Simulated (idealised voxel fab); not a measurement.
process module | voxel trench capacitor
cross-section cut | 275 nm wide | cells 5 nm
A cross-section is a grid of square cells, given in bands from the top down. A band is one or more rows of cells.
Each band's line starts with the height of the band's top and of its bottom, in nm. Then come its materials from left to right, each with its width in nm. One material with "throughout" fills the band from edge to edge. "air" is empty space.
Height 0 is the level under which the wafer as received is all one material. The lowest band goes on downwards, as in "0 down".
A width such as "30 to 40" changes by the same amount from each row of cells to the next, from the band's top row to its bottom row.
"no change" after a step means that no cell of the cross-section changed.
closed voids: empty space of 8 cells or more with no open way to the top, each as width x height at its distance from the left edge, in nm
after a step's settings: what the simulator itself notes on the step
overlay nm, on a step with a mask: how far to the right of its planned place the mask lay; to the left if negative
plan
1 op RECEIVE | material Si
2 op CONFORMAL_DEP | material SiN | thk nm 10
3 op MASKED_ETCH | tone open | mask id TRENCH | width nm 30 | pitch nm 60 | etch materials SiN | depth nm 10 | overlay nm 0
4 op MASKED_ETCH | tone open | mask id TRENCH | width nm 20 | pitch nm 60 | etch materials Si | depth nm 25 | overlay nm 0
5 op CONFORMAL_DEP | material Al2O3 | thk nm 5
6 op CONFORMAL_DEP | material TiN | thk nm 5
7 op FILL_DEP | material W | thk nm 10
8 op CMP | height nm 10
varied across the wafers: width nm of step 4. The plan shows the first wafer's value. All wafers start alike
first wafer as received, after step 1
  0 down: Si throughout
  closed voids: none
first wafer at the end, after step 8
  10 to 0: SiN 30 | Al2O3 5 to 10 | TiN 20 to 10 | Al2O3 5 to 10 | SiN 30 | Al2O3 5 to 10 | TiN 20 to 10 | Al2O3 5 to 10 | SiN 30 | Al2O3 5 to 10 | TiN 20 to 10 | Al2O3 5 to 10 | SiN 30 | Al2O3 5 to 10 | TiN 20 to 10 | Al2O3 5 to 10 | SiN 35
  0 to -20: Si 35 | Al2O3 5 | TiN 10 | Al2O3 5 | Si 40 | Al2O3 5 | TiN 10 | Al2O3 5 | Si 40 | Al2O3 5 | TiN 10 | Al2O3 5 | Si 40 | Al2O3 5 | TiN 10 | Al2O3 5 | Si 40
  -20 to -25: Si 35 | Al2O3 20 | Si 40 | Al2O3 20 | Si 40 | Al2O3 20 | Si 40 | Al2O3 20 | Si 40
  -25 down: Si throughout
  closed voids: none
last wafer at the end
  10 to 0: SiN 30 | Al2O3 5 | TiN 5 | W 10 | TiN 5 | Al2O3 5 | SiN 30 | Al2O3 5 | TiN 5 | W 10 | TiN 5 | Al2O3 5 | SiN 30 | Al2O3 5 | TiN 5 | W 10 | TiN 5 | Al2O3 5 | SiN 30 | Al2O3 5 | TiN 5 | W 10 | TiN 5 | Al2O3 5 | SiN 35
  0 to -15: Si 30 | Al2O3 5 | TiN 5 | W 10 | TiN 5 | Al2O3 5 | Si 30 | Al2O3 5 | TiN 5 | W 10 | TiN 5 | Al2O3 5 | Si 30 | Al2O3 5 | TiN 5 | W 10 | TiN 5 | Al2O3 5 | Si 30 | Al2O3 5 | TiN 5 | W 10 | TiN 5 | Al2O3 5 | Si 35
  -15 to -20: Si 30 | Al2O3 5 | TiN 20 | Al2O3 5 | Si 30 | Al2O3 5 | TiN 20 | Al2O3 5 | Si 30 | Al2O3 5 | TiN 20 | Al2O3 5 | Si 30 | Al2O3 5 | TiN 20 | Al2O3 5 | Si 35
  -20 to -25: Si 30 | Al2O3 30 | Si 30 | Al2O3 30 | Si 30 | Al2O3 30 | Si 30 | Al2O3 30 | Si 35
  -25 down: Si throughout
  closed voids: none
each wafer at the end: cells of each material gained (+) or lost (-) since it was received, then its closed voids
width nm 20 | +72 Al2O3 | -80 Si | +62 SiN | +56 TiN | closed voids: none
width nm 25 | +72 Al2O3 | -100 Si | +62 SiN | +56 TiN | +20 W | closed voids: none
width nm 30 | +72 Al2O3 | -120 Si | +62 SiN | +56 TiN | +40 W | closed voids: none
width nm 35 | +72 Al2O3 | -120 Si | +62 SiN | +56 TiN | +40 W | closed voids: none
width nm 40 | +72 Al2O3 | -120 Si | +62 SiN | +56 TiN | +40 W | closed voids: none
width nm 45 | +72 Al2O3 | -120 Si | +62 SiN | +56 TiN | +40 W | closed voids: none
